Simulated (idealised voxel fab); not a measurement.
This section sets out a process module, namely voxel gate over fins.
The width of the displayed cross-section, cut, is 255 nm; its cells are square, with a size of 5 nm.
In this document a cross-section is written as a grid of square cells. It is given as a series of bands, listed from the top down, and a band is one or more rows of cells.
Per band: top height and bottom height in nm, followed by the left-to-right materials and their widths in nm; "edge to edge" marks a single material spanning edge to edge, "blank" marks empty space.
The reference from which all heights are counted is 0, the level beneath which the as-received wafer is entirely one material; the lowest band, having no lower bound, proceeds downward and is written after the example "0 nm and below".
Per-row width for "30 to 40": begins at first number (top row of band), ends at second number (bottom row), increment between rows held constant.
Given "no alteration" for a step, no cell of the cross-section differs between before and after that step.
Closed empty spaces (no open way to the top) of 8 cells or more are what "Voids, enclosed" lists, each as width x height at distance from the left edge, nm for all three.
Step line, after settings: the simulator's comment on this step.
overlay nm: mask offset rightward from planned place, masked step; negative means leftward offset.

[Planned process steps]
| 1 | RECEIVE (material Si) |
| 2 | CONFORMAL_DEP (material SiN; thk nm 10) |
| 3 | DIRECTIONAL_DEP (material aC; thk nm 10) |
| 4 | PATTERN (tone cover; mask id FINS; material resist; width nm 15; pitch nm 45; thk nm 25; overlay nm 0) |
| 5 | DIRECTIONAL_ETCH (etch materials aC; depth nm 10) |
| 6 | STRIP (etch materials resist) |
| 7 | DIRECTIONAL_ETCH (etch materials SiN; depth nm 10) |
| 8 | DIRECTIONAL_ETCH (etch materials Si; depth nm 40) |
| 9 | STRIP (etch materials aC) |
| 10 | FILL_DEP (material SiO2; thk nm 5) |
| 11 | CMP (height nm 10) |
| 12 | SELECTIVE_ETCH (etch materials SiO2; depth nm 25) |
| 13 | STRIP (etch materials SiN) |
| 14 | CONFORMAL_DEP (material HfO2; thk nm 5) |
| 15 | CONFORMAL_DEP (material TiN; thk nm 5) |
| 16 | FILL_DEP (material W; thk nm 15) |
| 17 | CMP (height nm 20) |
| 18 | CONFORMAL_DEP (material SiN; thk nm 5) |

[as received, after step 1]
  0 nm and below: Si edge to edge
  Voids, enclosed: none

[One mistake in running the module, otherwise start and plan as above: cross-section at the end]
  25 nm to 20 nm: SiN edge to edge
  20 nm to 10 nm: W edge to edge
  10 nm to 5 nm: TiN edge to edge
  5 nm to 0 nm: HfO2: 80 | TiN: 5 | HfO2: 40 | TiN: 5 | HfO2: 40 | TiN: 5 | HfO2: 80
  0 nm to -10 nm: Si: 75 | HfO2: 5 | TiN: 5 | HfO2: 5 | Si: 30 | HfO2: 5 | TiN: 5 | HfO2: 5 | Si: 30 | HfO2: 5 | TiN: 5 | HfO2: 5 | Si: 75
  -10 nm to -15 nm: Si: 75 | HfO2: 15 | Si: 30 | HfO2: 15 | Si: 30 | HfO2: 15 | Si: 75
  -15 nm to -40 nm: Si: 75 | SiO2: 15 | Si: 30 | SiO2: 15 | Si: 30 | SiO2: 15 | Si: 75
  -40 nm and below: Si edge to edge
  Voids, enclosed: none
Deviation noted in wafer processing: step 4: run off-plan, actual operation and settings PATTERN (tone open; mask id FINS; material resist; width nm 15; pitch nm 45; thk nm 25; overlay nm 0)
